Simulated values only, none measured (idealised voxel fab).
The process module presented herein is designated voxel ribs on slabs.
Section shown: cut. Width: 160 nm. Cell size: 5 nm, square.
Heads up, the way a cross-section reads in here is a grid of square cells, handed over as bands from the top down, with every band being one or more rows of cells. Band: top height; bottom height; in nm. Then, left to right: material with width in nm, for each material. "all across": a single material spanning edge to edge. "empty": empty space. Heights are reckoned from 0. Under this level, the received wafer is all of one material. The bottommost band is open-ended downward, for example "top 0, no bottom". With a width like "30..40", each row of cells in the band differs from the next by the same amount, the top row carrying the first number and the bottom row the second. Where the words "same as before" appear for a step, the cross-section shows no cell changed by that step; every cell remained as before. Entry "Sealed void inventory" = empty spaces >= 8 cells with no open way to the top; each as width x height at distance, distance from left edge, all nm. What comes after the settings on a step's line is commentary from the simulator itself on that step. "overlay nm", when on a step's line for a step with a mask, measures how far to the right of its planned place the mask lay; a negative measure means to the left.
PLAN
1: RECEIVE with material Si
2: DIRECTIONAL_DEP with material SiO2, thk nm 20
3: DIRECTIONAL_DEP with material polySi, thk nm 15
4: PATTERN with tone cover, mask id RIB, material resist, width nm 20, thk nm 15, overlay nm 0
5: DIRECTIONAL_ETCH with etch materials polySi, depth nm 5
6: STRIP with etch materials resist
7: PATTERN with tone cover, mask id SLAB, material resist, width nm 60, thk nm 20, overlay nm 0
8: DIRECTIONAL_ETCH with etch materials polySi, depth nm 10
9: STRIP with etch materials resist
10: FILL_DEP with material SiO2, thk nm 25
11: CMP with height nm 50
12: DIRECTIONAL_DEP with material TiN, thk nm 5
13: PATTERN with tone cover, mask id HEATER, material resist, width nm 30, thk nm 15, overlay nm 0
14: DIRECTIONAL_ETCH with etch materials TiN, depth nm 5
15: STRIP with etch materials resist
16: CONFORMAL_DEP with material SiO2, thk nm 10
THE CROSS-SECTION HERE SHOWS THE WAFER AS RECEIVED, I.E. IN ITS STATE AFTER STEP 1
	top 0, no bottom = Si all across
	Sealed void inventory: none
LOOK AT THE CROSS-SECTION AFTER THE MODULE: THE WAFER STARTED OUT THE WAY SHOWN ABOVE AND THE PLAN WAS THE ONE SHOWN ABOVE, YET ONE MISTAKE WAS MADE ALONG THE WAY
	top 55, bottom 50 = empty 55 nm, then SiO2 50 nm, then empty 55 nm
	top 50, bottom 45 = SiO2 all across
	top 45, bottom 40 = SiO2 65 nm, then TiN 30 nm, then SiO2 65 nm
	top 40, bottom 35 = SiO2 all across
	top 35, bottom 30 = SiO2 70 nm, then polySi 20 nm, then SiO2 70 nm
	top 30, bottom 20 = SiO2 50 nm, then polySi 60 nm, then SiO2 50 nm
	top 20, bottom 0 = SiO2 all across
	top 0, no bottom = Si all across
	Sealed void inventory: none
The plan and the run diverged here: in deviation from the planned setting, step 11 was conducted as CMP with height nm 40
